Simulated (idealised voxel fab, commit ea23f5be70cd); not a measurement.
Documented hereafter: the process module known as voxel self aligned vias.
In the cross-section labelled cut, the width is 280 nm and each square cell is 5 nm.
Just so we're on the same page, the cross-sections are grids of square cells, and they're listed out in bands top to bottom, each band one or more rows deep. Heads up on the band format: heights come first, top then bottom, in nm. After that it's the materials left to right, each with its width in nm. A single material flagged "throughout" fills the whole band edge to edge, and "empty" means there's empty space there. Measure heights from 0. That's the level where, below it, the as-received wafer is all one material. The lowest band is bottomless and extends downward; write it as in "from 0 down". Read "30->40" as a graded width: first number on top, second number at the bottom, same change between each pair of neighbouring rows. Step note "left unchanged" = no cross-section cell changed. In "Voids lacking openings" the enclosed voids are listed, meaning empty spaces of 8 cells or larger without any opening to the top. The form is width x height at distance, distance from the left edge, units nm. Read whatever lies past the settings on a step's line as the simulator's own remark about the step. The optional step-line setting "overlay nm" applies to steps with a mask and quantifies how far to the right of its planned location the mask lay, a negative value indicating leftward placement.
## Process steps - plan
1. RECEIVE,material Si
2. CONFORMAL_DEP,material SiO2,thk nm 10
3. CONFORMAL_DEP,material SiCN,thk nm 5
4. DIRECTIONAL_DEP,material lowk,thk nm 30
5. DIRECTIONAL_DEP,material aC,thk nm 15
6. PATTERN,tone open,mask id LINES,material resist,width nm 30,pitch nm 65,thk nm 35,overlay nm 0
7. DIRECTIONAL_ETCH,etch materials aC,depth nm 15
8. STRIP,etch materials resist
9. DIRECTIONAL_ETCH,etch materials lowk,depth nm 30
10. STRIP,etch materials aC
11. CONFORMAL_DEP,material TiN,thk nm 5
12. FILL_DEP,material W,thk nm 10
13. CMP,height nm 45
14. SELECTIVE_ETCH,etch materials W Ru TiN,depth nm 10
15. FILL_DEP,material SiN,thk nm 5
16. CMP,height nm 45
17. DIRECTIONAL_DEP,material lowk,thk nm 20
18. MASKED_ETCH,tone open,mask id VIAS,width nm 50,pitch nm 65,etch materials lowk,depth nm 20,overlay nm 0
19. MASKED_ETCH,tone open,mask id VIAS,width nm 50,pitch nm 65,etch materials SiN,depth nm 10,overlay nm 0
20. CONFORMAL_DEP,material TiN,thk nm 5
21. FILL_DEP,material Ru,thk nm 10
22. CMP,height nm 65
23. CONFORMAL_DEP,material SiN,thk nm 5
## Incoming wafer in cross-section (state: after step 1)
from 0 down = Si throughout
Voids lacking openings: none
## End state of the module in cross-section, given the above starting point and plan and one mistake in execution
from 70 to 65 = SiN throughout
from 65 to 50 = lowk=50 | TiN=5 | Ru=40 | TiN=5 | lowk=15 | TiN=5 | Ru=40 | TiN=5 | lowk=15 | TiN=5 | Ru=40 | TiN=5 | lowk=50
from 50 to 40 = lowk=50->60 | TiN=15->5 | Ru=20 | TiN=15->5 | lowk=15->35 | TiN=15->5 | Ru=20 | TiN=15->5 | lowk=15->35 | TiN=15->5 | Ru=20 | TiN=15->5 | lowk=50->60
from 40 to 35 = lowk=60 | TiN=30 | lowk=35 | TiN=30 | lowk=35 | TiN=30 | lowk=60
from 35 to 30 = lowk=60 | SiN=30 | lowk=35 | SiN=30 | lowk=35 | SiN=30 | lowk=60
from 30 to 20 = lowk=60 | TiN=5 | W=20 | TiN=5 | lowk=35 | TiN=5 | W=20 | TiN=5 | lowk=35 | TiN=5 | W=20 | TiN=5 | lowk=60
from 20 to 15 = lowk=60 | TiN=30 | lowk=35 | TiN=30 | lowk=35 | TiN=30 | lowk=60
from 15 to 10 = SiCN throughout
from 10 to 0 = SiO2 throughout
from 0 down = Si throughout
Voids lacking openings: none
Plan not followed: step 14 deviated from plan and actually ran as SELECTIVE_ETCH,etch materials W Ru TiN,depth nm 15
